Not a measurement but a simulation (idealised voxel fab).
process module | voxel double patterning
cross-section cut | 190 nm wide | cells 5 nm
A cross-section is a grid of square cells, given in bands from the top down. A band is one or more rows of cells.
Each band's line starts with the height of the band's top and of its bottom, in nm. Then come its materials from left to right, each with its width in nm. One material with "throughout" fills the band from edge to edge. "air" is empty space.
Height 0 is the level under which the wafer as received is all one material. The lowest band goes on downwards, as in "0 down".
A width such as "30 to 40" changes by the same amount from each row of cells to the next, from the band's top row to its bottom row.
"no change" after a step means that no cell of the cross-section changed.
closed voids: empty space of 8 cells or more with no open way to the top, each as width x height at its distance from the left edge, in nm
after a step's settings: what the simulator itself notes on the step
overlay nm, on a step with a mask: how far to the right of its planned place the mask lay; to the left if negative
plan
1 op RECEIVE | material Si
2 op CONFORMAL_DEP | material SiO2 | thk nm 5
3 op DIRECTIONAL_DEP | material W | thk nm 15
4 op DIRECTIONAL_DEP | material SiN | thk nm 10
5 op MASKED_ETCH | tone open | mask id FIRST | width nm 15 | pitch nm 50 | etch materials SiN | depth nm 10 | overlay nm 0
6 op PATTERN | tone open | mask id SECOND | material resist | width nm 15 | thk nm 20 | overlay nm 0
7 op DIRECTIONAL_ETCH | etch materials SiN | depth nm 10
8 op STRIP | etch materials resist
9 op DIRECTIONAL_ETCH | etch materials W | depth nm 15
10 op STRIP | etch materials SiN
as received, after step 1
  0 down: Si throughout
  closed voids: none
first wafer at the end, as planned
  20 to 5: W 60 | air 15 | W 10 | air 15 | W 10 | air 15 | W 65
  5 to 0: SiO2 throughout
  0 down: Si throughout
  closed voids: none
second wafer at the end: like start, like plan, one mistake
  20 to 5: air 60 | W 15 | air 35 | W 15 | air 65
  5 to 0: SiO2 throughout
  0 down: Si throughout
  closed voids: none
what went wrong: step 5 ran as: op MASKED_ETCH | tone cover | mask id FIRST | width nm 15 | pitch nm 50 | etch materials SiN | depth nm 10 | overlay nm 0
at the end the second wafer has, in cells: 69 fewer of W
